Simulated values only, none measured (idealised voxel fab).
Module name: voxel self aligned vias (process module)
Square cell edge 5 nm, section width 155 nm, ID cut.
If you're reading a cross-section in this doc, picture square cells in a grid; it comes to you as bands, top ones listed first down to the bottom, and a band can be one or more rows of cells.
Per band: top height and bottom height in nm, followed by the left-to-right materials and their widths in nm; "throughout" marks a single material spanning edge to edge, "empty" marks empty space.
Height 0 is the level under which the wafer as received is all one material. The lowest band goes on downwards, as in "from 0 down".
Top row gets the first number, bottom row gets the second, and each row in between changes by the same step: that is how a band width like "30 to 40" works.
When a step is marked "same as before", none of the cells in the cross-section changed during that step.
"Closed void catalog" means: voids of 8 cells or more that are shut off from the top with no open way through. Written width x height at distance, distance from the left edge, in nm.
It should be noted that, on the line of a given step, the content following the step's settings is a remark produced by the simulator itself with respect to that step.
The optional step-line setting "overlay nm" applies to steps with a mask and quantifies how far to the right of its planned location the mask lay, a negative value indicating leftward placement.
SET OUT BELOW ARE THE PLANNED STEPS OF THE PROCESS
1,RECEIVE,material Si
2,CONFORMAL_DEP,material SiO2,thk nm 15
3,CONFORMAL_DEP,material SiCN,thk nm 5
4,DIRECTIONAL_DEP,material SiO2,thk nm 25
5,PATTERN,tone open,mask id LINES,material resist,width nm 30,pitch nm 55,thk nm 15,overlay nm 0
6,DIRECTIONAL_ETCH,etch materials SiO2,depth nm 25
7,STRIP,etch materials resist
8,CONFORMAL_DEP,material TiN,thk nm 5
9,FILL_DEP,material W,thk nm 10
10,CMP,height nm 45
11,SELECTIVE_ETCH,etch materials W Ru TiN,depth nm 5
12,FILL_DEP,material SiN,thk nm 10
13,CMP,height nm 45
14,DIRECTIONAL_DEP,material SiO2,thk nm 15
15,MASKED_ETCH,tone open,mask id VIAS,width nm 40,pitch nm 55,etch materials SiO2,depth nm 15,overlay nm 0
16,MASKED_ETCH,tone open,mask id VIAS,width nm 40,pitch nm 55,etch materials SiN,depth nm 5,overlay nm 0
17,CONFORMAL_DEP,material TiN,thk nm 5
18,FILL_DEP,material Ru,thk nm 10
19,CMP,height nm 60
20,CONFORMAL_DEP,material SiCN,thk nm 5
FIRST WAFER OUT OF TWO, PROCESSED AS PLANNED
WAFER AS RECEIVED: CROSS-SECTION FOLLOWING STEP 1
- from 0 down = Si throughout
- Closed void catalog: none
STATE OF THE WAFER AFTER STEP 2, SHOWN IN CROSS-SECTION
- from 15 to 0 = SiO2 throughout
- Anything lower than 0 is untouched.
STATE OF THE WAFER AFTER STEP 3, SHOWN IN CROSS-SECTION
- from 20 to 15 = SiCN throughout
- Anything lower than 15 is untouched.
STATE OF THE WAFER AFTER STEP 4, SHOWN IN CROSS-SECTION
- from 45 to 20 = SiO2 throughout
- Anything lower than 20 is untouched.
STATE OF THE WAFER AFTER STEP 5, SHOWN IN CROSS-SECTION
- from 60 to 45 = 35 of resist; 30 of empty; 25 of resist; 30 of empty; 35 of resist
- Anything lower than 45 is untouched.
STATE OF THE WAFER AFTER STEP 6, SHOWN IN CROSS-SECTION
- from 60 to 45 = 35 of resist; 30 of empty; 25 of resist; 30 of empty; 35 of resist
- from 45 to 20 = 35 of SiO2; 30 of empty; 25 of SiO2; 30 of empty; 35 of SiO2
- Anything lower than 20 is untouched.
STATE OF THE WAFER AFTER STEP 7, SHOWN IN CROSS-SECTION
- from 45 to 20 = 35 of SiO2; 30 of empty; 25 of SiO2; 30 of empty; 35 of SiO2
- Anything lower than 20 is untouched.
STATE OF THE WAFER AFTER STEP 8, SHOWN IN CROSS-SECTION
- from 50 to 45 = 40 of TiN; 20 of empty; 35 of TiN; 20 of empty; 40 of TiN
- from 45 to 25 = 35 of SiO2; 5 of TiN; 20 of empty; 5 of TiN; 25 of SiO2; 5 of TiN; 20 of empty; 5 of TiN; 35 of SiO2
- from 25 to 20 = 35 of SiO2; 30 of TiN; 25 of SiO2; 30 of TiN; 35 of SiO2
- Anything lower than 20 is untouched.
STATE OF THE WAFER AFTER STEP 9, SHOWN IN CROSS-SECTION
- from 60 to 50 = W throughout
- from 50 to 45 = 40 of TiN; 20 of W; 35 of TiN; 20 of W; 40 of TiN
- from 45 to 25 = 35 of SiO2; 5 of TiN; 20 of W; 5 of TiN; 25 of SiO2; 5 of TiN; 20 of W; 5 of TiN; 35 of SiO2
- Anything lower than 25 is untouched.
STATE OF THE WAFER AFTER STEP 10, SHOWN IN CROSS-SECTION
- from 45 to 25 = 35 of SiO2; 5 of TiN; 20 of W; 5 of TiN; 25 of SiO2; 5 of TiN; 20 of W; 5 of TiN; 35 of SiO2
- Anything lower than 25 is untouched.
STATE OF THE WAFER AFTER STEP 11, SHOWN IN CROSS-SECTION
- from 45 to 40 = 35 of SiO2; 30 of empty; 25 of SiO2; 30 of empty; 35 of SiO2
- Anything lower than 40 is untouched.
STATE OF THE WAFER AFTER STEP 12, SHOWN IN CROSS-SECTION
- from 55 to 45 = SiN throughout
- from 45 to 40 = 35 of SiO2; 30 of SiN; 25 of SiO2; 30 of SiN; 35 of SiO2
- Anything lower than 40 is untouched.
STATE OF THE WAFER AFTER STEP 13, SHOWN IN CROSS-SECTION
- from 45 to 40 = 35 of SiO2; 30 of SiN; 25 of SiO2; 30 of SiN; 35 of SiO2
- Anything lower than 40 is untouched.
STATE OF THE WAFER AFTER STEP 14, SHOWN IN CROSS-SECTION
- from 60 to 45 = SiO2 throughout
- Anything lower than 45 is untouched.
STATE OF THE WAFER AFTER STEP 15, SHOWN IN CROSS-SECTION
- from 60 to 45 = 30 of SiO2; 40 of empty; 15 of SiO2; 40 of empty; 30 of SiO2
- Anything lower than 45 is untouched.
STATE OF THE WAFER AFTER STEP 16, SHOWN IN CROSS-SECTION
- from 60 to 45 = 30 of SiO2; 40 of empty; 15 of SiO2; 40 of empty; 30 of SiO2
- from 45 to 40 = 35 of SiO2; 30 of empty; 25 of SiO2; 30 of empty; 35 of SiO2
- Anything lower than 40 is untouched.
STATE OF THE WAFER AFTER STEP 17, SHOWN IN CROSS-SECTION
- from 65 to 60 = 35 of TiN; 30 of empty; 25 of TiN; 30 of empty; 35 of TiN
- from 60 to 50 = 30 of SiO2; 5 of TiN; 30 of empty; 5 of TiN; 15 of SiO2; 5 of TiN; 30 of empty; 5 of TiN; 30 of SiO2
- from 50 to 45 = 30 of SiO2; 10 of TiN; 20 of empty; 10 of TiN; 15 of SiO2; 10 of TiN; 20 of empty; 10 of TiN; 30 of SiO2
- from 45 to 40 = 35 of SiO2; 30 of TiN; 25 of SiO2; 30 of TiN; 35 of SiO2
- Anything lower than 40 is untouched.
STATE OF THE WAFER AFTER STEP 18, SHOWN IN CROSS-SECTION
- from 75 to 65 = Ru throughout
- from 65 to 60 = 35 of TiN; 30 of Ru; 25 of TiN; 30 of Ru; 35 of TiN
- from 60 to 50 = 30 of SiO2; 5 of TiN; 30 of Ru; 5 of TiN; 15 of SiO2; 5 of TiN; 30 of Ru; 5 of TiN; 30 of SiO2
- from 50 to 45 = 30 of SiO2; 10 of TiN; 20 of Ru; 10 of TiN; 15 of SiO2; 10 of TiN; 20 of Ru; 10 of TiN; 30 of SiO2
- Anything lower than 45 is untouched.
STATE OF THE WAFER AFTER STEP 19, SHOWN IN CROSS-SECTION
- from 60 to 50 = 30 of SiO2; 5 of TiN; 30 of Ru; 5 of TiN; 15 of SiO2; 5 of TiN; 30 of Ru; 5 of TiN; 30 of SiO2
- Anything lower than 50 is untouched.
STATE OF THE WAFER AFTER STEP 20, SHOWN IN CROSS-SECTION
- from 65 to 60 = SiCN throughout
- Anything lower than 60 is untouched.
WAFER TWO OF TWO - SAME STARTING POINT, SAME PROCESS PLAN, ONE MISTAKE IN EXECUTION; MATCHES WAFER ONE UP TO AND INCLUDING STEP 4
LOOK AT THE SECOND WAFER IN CROSS-SECTION AT THE TIME STEP 5 OUGHT TO HAVE FINISHED
- from 60 to 45 = 35 of empty; 30 of resist; 25 of empty; 30 of resist; 35 of empty
- Anything lower than 45 is untouched.
LOOK AT THE SECOND WAFER IN CROSS-SECTION AT THE TIME STEP 6 OUGHT TO HAVE FINISHED
- from 60 to 45 = 35 of empty; 30 of resist; 25 of empty; 30 of resist; 35 of empty
- from 45 to 20 = 35 of empty; 30 of SiO2; 25 of empty; 30 of SiO2; 35 of empty
- Anything lower than 20 is untouched.
LOOK AT THE SECOND WAFER IN CROSS-SECTION AT THE TIME STEP 7 OUGHT TO HAVE FINISHED
- from 45 to 20 = 35 of empty; 30 of SiO2; 25 of empty; 30 of SiO2; 35 of empty
- Anything lower than 20 is untouched.
LOOK AT THE SECOND WAFER IN CROSS-SECTION AT THE TIME STEP 8 OUGHT TO HAVE FINISHED
- from 50 to 45 = 30 of empty; 40 of TiN; 15 of empty; 40 of TiN; 30 of empty
- from 45 to 25 = 30 of empty; 5 of TiN; 30 of SiO2; 5 of TiN; 15 of empty; 5 of TiN; 30 of SiO2; 5 of TiN; 30 of empty
- from 25 to 20 = 35 of TiN; 30 of SiO2; 25 of TiN; 30 of SiO2; 35 of TiN
- Anything lower than 20 is untouched.
LOOK AT THE SECOND WAFER IN CROSS-SECTION AT THE TIME STEP 9 OUGHT TO HAVE FINISHED
- from 60 to 50 = W throughout
- from 50 to 45 = 30 of W; 40 of TiN; 15 of W; 40 of TiN; 30 of W
- from 45 to 25 = 30 of W; 5 of TiN; 30 of SiO2; 5 of TiN; 15 of W; 5 of TiN; 30 of SiO2; 5 of TiN; 30 of W
- Anything lower than 25 is untouched.
LOOK AT THE SECOND WAFER IN CROSS-SECTION AT THE TIME STEP 10 OUGHT TO HAVE FINISHED
- from 45 to 25 = 30 of W; 5 of TiN; 30 of SiO2; 5 of TiN; 15 of W; 5 of TiN; 30 of SiO2; 5 of TiN; 30 of W
- Anything lower than 25 is untouched.
LOOK AT THE SECOND WAFER IN CROSS-SECTION AT THE TIME STEP 11 OUGHT TO HAVE FINISHED
- from 45 to 40 = 35 of empty; 30 of SiO2; 25 of empty; 30 of SiO2; 35 of empty
- Anything lower than 40 is untouched.
LOOK AT THE SECOND WAFER IN CROSS-SECTION AT THE TIME STEP 12 OUGHT TO HAVE FINISHED
- from 55 to 45 = SiN throughout
- from 45 to 40 = 35 of SiN; 30 of SiO2; 25 of SiN; 30 of SiO2; 35 of SiN
- Anything lower than 40 is untouched.
LOOK AT THE SECOND WAFER IN CROSS-SECTION AT THE TIME STEP 13 OUGHT TO HAVE FINISHED
- from 45 to 40 = 35 of SiN; 30 of SiO2; 25 of SiN; 30 of SiO2; 35 of SiN
- Anything lower than 40 is untouched.
LOOK AT THE SECOND WAFER IN CROSS-SECTION AT THE TIME STEP 14 OUGHT TO HAVE FINISHED
- from 60 to 45 = SiO2 throughout
- Anything lower than 45 is untouched.
LOOK AT THE SECOND WAFER IN CROSS-SECTION AT THE TIME STEP 15 OUGHT TO HAVE FINISHED
- from 60 to 45 = 30 of SiO2; 40 of empty; 15 of SiO2; 40 of empty; 30 of SiO2
- Anything lower than 45 is untouched.
LOOK AT THE SECOND WAFER IN CROSS-SECTION AT THE TIME STEP 16 OUGHT TO HAVE FINISHED
- from 60 to 45 = 30 of SiO2; 40 of empty; 15 of SiO2; 40 of empty; 30 of SiO2
- from 45 to 40 = 30 of SiN; 5 of empty; 30 of SiO2; 5 of empty; 15 of SiN; 5 of empty; 30 of SiO2; 5 of empty; 30 of SiN
- Anything lower than 40 is untouched.
LOOK AT THE SECOND WAFER IN CROSS-SECTION AT THE TIME STEP 17 OUGHT TO HAVE FINISHED
- from 65 to 60 = 35 of TiN; 30 of empty; 25 of TiN; 30 of empty; 35 of TiN
- from 60 to 50 = 30 of SiO2; 5 of TiN; 30 of empty; 5 of TiN; 15 of SiO2; 5 of TiN; 30 of empty; 5 of TiN; 30 of SiO2
- from 50 to 45 = 30 of SiO2; 40 of TiN; 15 of SiO2; 40 of TiN; 30 of SiO2
- from 45 to 40 = 30 of SiN; 5 of TiN; 30 of SiO2; 5 of TiN; 15 of SiN; 5 of TiN; 30 of SiO2; 5 of TiN; 30 of SiN
- Anything lower than 40 is untouched.
LOOK AT THE SECOND WAFER IN CROSS-SECTION AT THE TIME STEP 18 OUGHT TO HAVE FINISHED
- from 75 to 65 = Ru throughout
- from 65 to 60 = 35 of TiN; 30 of Ru; 25 of TiN; 30 of Ru; 35 of TiN
- from 60 to 50 = 30 of SiO2; 5 of TiN; 30 of Ru; 5 of TiN; 15 of SiO2; 5 of TiN; 30 of Ru; 5 of TiN; 30 of SiO2
- Anything lower than 50 is untouched.
LOOK AT THE SECOND WAFER IN CROSS-SECTION AT THE TIME STEP 19 OUGHT TO HAVE FINISHED
- from 60 to 50 = 30 of SiO2; 5 of TiN; 30 of Ru; 5 of TiN; 15 of SiO2; 5 of TiN; 30 of Ru; 5 of TiN; 30 of SiO2
- Anything lower than 50 is untouched.
LOOK AT THE SECOND WAFER IN CROSS-SECTION AT THE TIME STEP 20 OUGHT TO HAVE FINISHED
- from 65 to 60 = SiCN throughout
- Anything lower than 60 is untouched.
What went wrong in running the wafer? in deviation from the planned setting, step 5 was conducted as PATTERN,tone cover,mask id LINES,material resist,width nm 30,pitch nm 55,thk nm 15,overlay nm 0
Materials where the second wafer ends with more or fewer cells than the first: -8 Ru, +15 SiN, -35 SiO2, +7 TiN, +21 W
